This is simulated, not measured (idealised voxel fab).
You're looking at the process module voxel lift off.
Square cells of 5 nm make up the cross-section cut, whose width is 155 nm.
Throughout this document, each cross-section is represented as a grid of square cells and is presented as a sequence of bands enumerated from the top downward, where a band comprises one or more rows of cells.
The entry gives the band's vertical extent as a top height and a bottom height in nm, then its horizontal make-up as materials from left to right, each with a width in nm. "blank" stands for empty space; a single material marked "all across" fills the band edge to edge.
It should be noted that heights are counted from 0, beneath which the wafer as supplied is of one material throughout, and that the lowest band possesses no lower boundary but continues downward, as written in "0 nm and below".
It should be noted that a width expressed as "30 to 40" varies in equal increments from row to row of cells within the band, taking the value of the first number at the top row and that of the second number at the bottom row.
Step marked "no change"? Then no cell in the cross-section changed in it.
Basically, "Fully closed voids" tells you about the enclosed voids: empty spaces with no open way to the top, 8 cells or bigger, each written width x height at distance, where distance is from the left edge, all in nm.
after a step's settings: what the simulator itself notes on the step
When a step includes a mask, the "overlay nm" setting on its line states how far to the right of its planned place that mask lay, and negative values state how far to the left.
Read each pair as before and after one process step. The after cross-section shows only down to the lowest band that changed. The step between them and its settings are given below the pair. Pairs can come from different runs of this module on the same starting wafer. A pair continues from the pair above only where its "Pre-step condition" entry says so.

Pre-step condition
0 nm and below: Si all across
Fully closed voids: none

After
15 nm to 0 nm: SiO2 all across
Unchanged below 0.
Fully closed voids: none
The step carried out between the cross-section before it and the cross-section after it, both shown above, is CONFORMAL_DEP (material SiO2; thk nm 15)

Pre-step condition: per the after cross-section of the pair just above.

After
45 nm to 15 nm: resist: 15, blank: 20, resist: 30, blank: 20, resist: 30, blank: 20, resist: 20
Unchanged below 15.
Fully closed voids: none
The step carried out between the cross-section before it and the cross-section after it, both shown above, is PATTERN (tone open; mask id LINES; material resist; width nm 20; pitch nm 50; thk nm 30; overlay nm 0)

Pre-step condition: per the after cross-section of the pair just above.

After
60 nm to 45 nm: Ru: 15, blank: 20, Ru: 30, blank: 20, Ru: 30, blank: 20, Ru: 20
45 nm to 30 nm: resist: 15, blank: 20, resist: 30, blank: 20, resist: 30, blank: 20, resist: 20
30 nm to 15 nm: resist: 15, Ru: 20, resist: 30, Ru: 20, resist: 30, Ru: 20, resist: 20
Unchanged below 15.
Fully closed voids: none
The step carried out between the cross-section before it and the cross-section after it, both shown above, is DIRECTIONAL_DEP (material Ru; thk nm 15)

Pre-step condition: per the after cross-section of the pair just above.

After
30 nm to 15 nm: blank: 15, Ru: 20, blank: 30, Ru: 20, blank: 30, Ru: 20, blank: 20
Unchanged below 15.
Fully closed voids: none
The step carried out between the cross-section before it and the cross-section after it, both shown above, is STRIP (etch materials resist)

Pre-step condition: per the after cross-section of the pair just above.

After
40 nm to 30 nm: blank: 5, SiCN: 40, blank: 10, SiCN: 40, blank: 10, SiCN: 40, blank: 10
30 nm to 25 nm: blank: 5, SiCN: 10, Ru: 20, SiCN: 10, blank: 10, SiCN: 10, Ru: 20, SiCN: 10, blank: 10, SiCN: 10, Ru: 20, SiCN: 10, blank: 10
25 nm to 15 nm: SiCN: 15, Ru: 20, SiCN: 30, Ru: 20, SiCN: 30, Ru: 20, SiCN: 20
Unchanged below 15.
Fully closed voids: none
The step carried out between the cross-section before it and the cross-section after it, both shown above, is CONFORMAL_DEP (material SiCN; thk nm 10)

Pre-step condition
0 nm and below: Si all across
Fully closed voids: none

After
30 nm to 0 nm: resist: 15, blank: 20, resist: 30, blank: 20, resist: 30, blank: 20, resist: 20
Unchanged below 0.
Fully closed voids: none
The step carried out between the cross-section before it and the cross-section after it, both shown above, is PATTERN (tone open; mask id LINES; material resist; width nm 20; pitch nm 50; thk nm 30; overlay nm 0)

Pre-step condition: per the after cross-section of the pair just above.

After
45 nm to 30 nm: Ru: 15, blank: 20, Ru: 30, blank: 20, Ru: 30, blank: 20, Ru: 20
30 nm to 15 nm: resist: 15, blank: 20, resist: 30, blank: 20, resist: 30, blank: 20, resist: 20
15 nm to 0 nm: resist: 15, Ru: 20, resist: 30, Ru: 20, resist: 30, Ru: 20, resist: 20
Unchanged below 0.
Fully closed voids: none
The step carried out between the cross-section before it and the cross-section after it, both shown above, is DIRECTIONAL_DEP (material Ru; thk nm 15)

Pre-step condition: per the after cross-section of the pair just above.

After
15 nm to 0 nm: blank: 15, Ru: 20, blank: 30, Ru: 20, blank: 30, Ru: 20, blank: 20
Unchanged below 0.
Fully closed voids: none
The step carried out between the cross-section before it and the cross-section after it, both shown above, is STRIP (etch materials resist)

Pre-step condition: per the after cross-section of the pair just above.

After
25 nm to 15 nm: blank: 5, SiCN: 40, blank: 10, SiCN: 40, blank: 10, SiCN: 40, blank: 10
15 nm to 10 nm: blank: 5, SiCN: 10, Ru: 20, SiCN: 10, blank: 10, SiCN: 10, Ru: 20, SiCN: 10, blank: 10, SiCN: 10, Ru: 20, SiCN: 10, blank: 10
10 nm to 0 nm: SiCN: 15, Ru: 20, SiCN: 30, Ru: 20, SiCN: 30, Ru: 20, SiCN: 20
Unchanged below 0.
Fully closed voids: none
The step carried out between the cross-section before it and the cross-section after it, both shown above, is CONFORMAL_DEP (material SiCN; thk nm 10)

Pre-step condition
15 nm to 0 nm: SiO2 all across
0 nm and below: Si all across
Fully closed voids: none

After
30 nm to 0 nm: SiO2 all across
Unchanged below 0.
Fully closed voids: none
The step carried out between the cross-section before it and the cross-section after it, both shown above, is CONFORMAL_DEP (material SiO2; thk nm 15)

Pre-step condition: per the after cross-section of the pair just above.

After
60 nm to 30 nm: resist: 15, blank: 20, resist: 30, blank: 20, resist: 30, blank: 20, resist: 20
Unchanged below 30.
Fully closed voids: none
The step carried out between the cross-section before it and the cross-section after it, both shown above, is PATTERN (tone open; mask id LINES; material resist; width nm 20; pitch nm 50; thk nm 30; overlay nm 0)

Pre-step condition: per the after cross-section of the pair just above.

After
75 nm to 60 nm: Ru: 15, blank: 20, Ru: 30, blank: 20, Ru: 30, blank: 20, Ru: 20
60 nm to 45 nm: resist: 15, blank: 20, resist: 30, blank: 20, resist: 30, blank: 20, resist: 20
45 nm to 30 nm: resist: 15, Ru: 20, resist: 30, Ru: 20, resist: 30, Ru: 20, resist: 20
Unchanged below 30.
Fully closed voids: none
The step carried out between the cross-section before it and the cross-section after it, both shown above, is DIRECTIONAL_DEP (material Ru; thk nm 15)

Pre-step condition: per the after cross-section of the pair just above.

After
45 nm to 30 nm: blank: 15, Ru: 20, blank: 30, Ru: 20, blank: 30, Ru: 20, blank: 20
Unchanged below 30.
Fully closed voids: none
The step carried out between the cross-section before it and the cross-section after it, both shown above, is STRIP (etch materials resist)

Pre-step condition: per the after cross-section of the pair just above.

After
55 nm to 45 nm: blank: 5, SiCN: 40, blank: 10, SiCN: 40, blank: 10, SiCN: 40, blank: 10
45 nm to 40 nm: blank: 5, SiCN: 10, Ru: 20, SiCN: 10, blank: 10, SiCN: 10, Ru: 20, SiCN: 10, blank: 10, SiCN: 10, Ru: 20, SiCN: 10, blank: 10
40 nm to 30 nm: SiCN: 15, Ru: 20, SiCN: 30, Ru: 20, SiCN: 30, Ru: 20, SiCN: 20
Unchanged below 30.
Fully closed voids: none
The step carried out between the cross-section before it and the cross-section after it, both shown above, is CONFORMAL_DEP (material SiCN; thk nm 10)

Pre-step condition
45 nm to 15 nm: resist: 15, blank: 20, resist: 30, blank: 20, resist: 30, blank: 20, resist: 20
15 nm to 0 nm: SiO2 all across
0 nm and below: Si all across
Fully closed voids: none

After
50 nm to 45 nm: Ru: 15, blank: 20, Ru: 30, blank: 20, Ru: 30, blank: 20, Ru: 20
45 nm to 20 nm: resist: 15, blank: 20, resist: 30, blank: 20, resist: 30, blank: 20, resist: 20
20 nm to 15 nm: resist: 15, Ru: 20, resist: 30, Ru: 20, resist: 30, Ru: 20, resist: 20
Unchanged below 15.
Fully closed voids: none
The step carried out between the cross-section before it and the cross-section after it, both shown above, is DIRECTIONAL_DEP (material Ru; thk nm 5)

Pre-step condition: per the after cross-section of the pair just above.

After
20 nm to 15 nm: blank: 15, Ru: 20, blank: 30, Ru: 20, blank: 30, Ru: 20, blank: 20
Unchanged below 15.
Fully closed voids: none
The step carried out between the cross-section before it and the cross-section after it, both shown above, is STRIP (etch materials resist)

Pre-step condition: per the after cross-section of the pair just above.

After
30 nm to 25 nm: blank: 5, SiCN: 40, blank: 10, SiCN: 40, blank: 10, SiCN: 40, blank: 10
25 nm to 20 nm: SiCN all across
20 nm to 15 nm: SiCN: 15, Ru: 20, SiCN: 30, Ru: 20, SiCN: 30, Ru: 20, SiCN: 20
Unchanged below 15.
Fully closed voids: none
The step carried out between the cross-section before it and the cross-section after it, both shown above, is CONFORMAL_DEP (material SiCN; thk nm 10)

Pre-step condition
15 nm to 0 nm: SiO2 all across
0 nm and below: Si all across
Fully closed voids: none

After
45 nm to 15 nm: resist: 20, blank: 15, resist: 35, blank: 15, resist: 35, blank: 15, resist: 20
Unchanged below 15.
Fully closed voids: none
The step carried out between the cross-section before it and the cross-section after it, both shown above, is PATTERN (tone open; mask id LINES; material resist; width nm 15; pitch nm 50; thk nm 30; overlay nm 0)

Pre-step condition: per the after cross-section of the pair just above.

After
60 nm to 45 nm: Ru: 20, blank: 15, Ru: 35, blank: 15, Ru: 35, blank: 15, Ru: 20
45 nm to 30 nm: resist: 20, blank: 15, resist: 35, blank: 15, resist: 35, blank: 15, resist: 20
30 nm to 15 nm: resist: 20, Ru: 15, resist: 35, Ru: 15, resist: 35, Ru: 15, resist: 20
Unchanged below 15.
Fully closed voids: none
The step carried out between the cross-section before it and the cross-section after it, both shown above, is DIRECTIONAL_DEP (material Ru; thk nm 15)

Pre-step condition: per the after cross-section of the pair just above.

After
30 nm to 15 nm: blank: 20, Ru: 15, blank: 35, Ru: 15, blank: 35, Ru: 15, blank: 20
Unchanged below 15.
Fully closed voids: none
The step carried out between the cross-section before it and the cross-section after it, both shown above, is STRIP (etch materials resist)

Pre-step condition: per the after cross-section of the pair just above.

After
40 nm to 30 nm: blank: 10, SiCN: 35, blank: 15, SiCN: 35, blank: 15, SiCN: 35, blank: 10
30 nm to 25 nm: blank: 10, SiCN: 10, Ru: 15, SiCN: 10, blank: 15, SiCN: 10, Ru: 15, SiCN: 10, blank: 15, SiCN: 10, Ru: 15, SiCN: 10, blank: 10
25 nm to 15 nm: SiCN: 20, Ru: 15, SiCN: 35, Ru: 15, SiCN: 35, Ru: 15, SiCN: 20
Unchanged below 15.
Fully closed voids: none
The step carried out between the cross-section before it and the cross-section after it, both shown above, is CONFORMAL_DEP (material SiCN; thk nm 10)

Pre-step condition
15 nm to 0 nm: SiO2 all across
0 nm and below: Si all across
Fully closed voids: none

After
45 nm to 15 nm: resist: 20, blank: 20, resist: 30, blank: 20, resist: 30, blank: 20, resist: 15
Unchanged below 15.
Fully closed voids: none
The step carried out between the cross-section before it and the cross-section after it, both shown above, is PATTERN (tone open; mask id LINES; material resist; width nm 20; pitch nm 50; thk nm 30; overlay nm 5)

Pre-step condition: per the after cross-section of the pair just above.

After
60 nm to 45 nm: Ru: 20, blank: 20, Ru: 30, blank: 20, Ru: 30, blank: 20, Ru: 15
45 nm to 30 nm: resist: 20, blank: 20, resist: 30, blank: 20, resist: 30, blank: 20, resist: 15
30 nm to 15 nm: resist: 20, Ru: 20, resist: 30, Ru: 20, resist: 30, Ru: 20, resist: 15
Unchanged below 15.
Fully closed voids: none
The step carried out between the cross-section before it and the cross-section after it, both shown above, is DIRECTIONAL_DEP (material Ru; thk nm 15)

Pre-step condition: per the after cross-section of the pair just above.

After
30 nm to 15 nm: blank: 20, Ru: 20, blank: 30, Ru: 20, blank: 30, Ru: 20, blank: 15
Unchanged below 15.
Fully closed voids: none
The step carried out between the cross-section before it and the cross-section after it, both shown above, is STRIP (etch materials resist)

Pre-step condition: per the after cross-section of the pair just above.

After
40 nm to 30 nm: blank: 10, SiCN: 40, blank: 10, SiCN: 40, blank: 10, SiCN: 40, blank: 5
30 nm to 25 nm: blank: 10, SiCN: 10, Ru: 20, SiCN: 10, blank: 10, SiCN: 10, Ru: 20, SiCN: 10, blank: 10, SiCN: 10, Ru: 20, SiCN: 10, blank: 5
25 nm to 15 nm: SiCN: 20, Ru: 20, SiCN: 30, Ru: 20, SiCN: 30, Ru: 20, SiCN: 15
Unchanged below 15.
Fully closed voids: none
The step carried out between the cross-section before it and the cross-section after it, both shown above, is CONFORMAL_DEP (material SiCN; thk nm 10)

Pre-step condition
45 nm to 15 nm: resist: 15, blank: 20, resist: 30, blank: 20, resist: 30, blank: 20, resist: 20
15 nm to 0 nm: SiO2 all across
0 nm and below: Si all across
Fully closed voids: none

After
60 nm to 45 nm: SiO2: 15, blank: 20, SiO2: 30, blank: 20, SiO2: 30, blank: 20, SiO2: 20
45 nm to 30 nm: resist: 15, blank: 20, resist: 30, blank: 20, resist: 30, blank: 20, resist: 20
30 nm to 15 nm: resist: 15, SiO2: 20, resist: 30, SiO2: 20, resist: 30, SiO2: 20, resist: 20
Unchanged below 15.
Fully closed voids: none
The step carried out between the cross-section before it and the cross-section after it, both shown above, is DIRECTIONAL_DEP (material SiO2; thk nm 15)

Pre-step condition: per the after cross-section of the pair just above.

After
30 nm to 15 nm: blank: 15, SiO2: 20, blank: 30, SiO2: 20, blank: 30, SiO2: 20, blank: 20
Unchanged below 15.
Fully closed voids: none
The step carried out between the cross-section before it and the cross-section after it, both shown above, is STRIP (etch materials resist)

Pre-step condition: per the after cross-section of the pair just above.

After
40 nm to 30 nm: blank: 5, SiCN: 40, blank: 10, SiCN: 40, blank: 10, SiCN: 40, blank: 10
30 nm to 25 nm: blank: 5, SiCN: 10, SiO2: 20, SiCN: 10, blank: 10, SiCN: 10, SiO2: 20, SiCN: 10, blank: 10, SiCN: 10, SiO2: 20, SiCN: 10, blank: 10
25 nm to 15 nm: SiCN: 15, SiO2: 20, SiCN: 30, SiO2: 20, SiCN: 30, SiO2: 20, SiCN: 20
Unchanged below 15.
Fully closed voids: none
The step carried out between the cross-section before it and the cross-section after it, both shown above, is CONFORMAL_DEP (material SiCN; thk nm 10)

Pre-step condition
15 nm to 0 nm: SiO2 all across
0 nm and below: Si all across
Fully closed voids: none

After
45 nm to 15 nm: blank: 15, resist: 20, blank: 30, resist: 20, blank: 30, resist: 20, blank: 20
Unchanged below 15.
Fully closed voids: none
The step carried out between the cross-section before it and the cross-section after it, both shown above, is PATTERN (tone cover; mask id LINES; material resist; width nm 20; pitch nm 50; thk nm 30; overlay nm 0)

Pre-step condition: per the after cross-section of the pair just above.

After
60 nm to 45 nm: blank: 15, Ru: 20, blank: 30, Ru: 20, blank: 30, Ru: 20, blank: 20
45 nm to 30 nm: blank: 15, resist: 20, blank: 30, resist: 20, blank: 30, resist: 20, blank: 20
30 nm to 15 nm: Ru: 15, resist: 20, Ru: 30, resist: 20, Ru: 30, resist: 20, Ru: 20
Unchanged below 15.
Fully closed voids: none
The step carried out between the cross-section before it and the cross-section after it, both shown above, is DIRECTIONAL_DEP (material Ru; thk nm 15)

Pre-step condition: per the after cross-section of the pair just above.

After
30 nm to 15 nm: Ru: 15, blank: 20, Ru: 30, blank: 20, Ru: 30, blank: 20, Ru: 20
Unchanged below 15.
Fully closed voids: none
The step carried out between the cross-section before it and the cross-section after it, both shown above, is STRIP (etch materials resist)

Pre-step condition: per the after cross-section of the pair just above.

After
40 nm to 30 nm: SiCN all across
30 nm to 15 nm: Ru: 15, SiCN: 20, Ru: 30, SiCN: 20, Ru: 30, SiCN: 20, Ru: 20
Unchanged below 15.
Fully closed voids: none
The step carried out between the cross-section before it and the cross-section after it, both shown above, is CONFORMAL_DEP (material SiCN; thk nm 10)
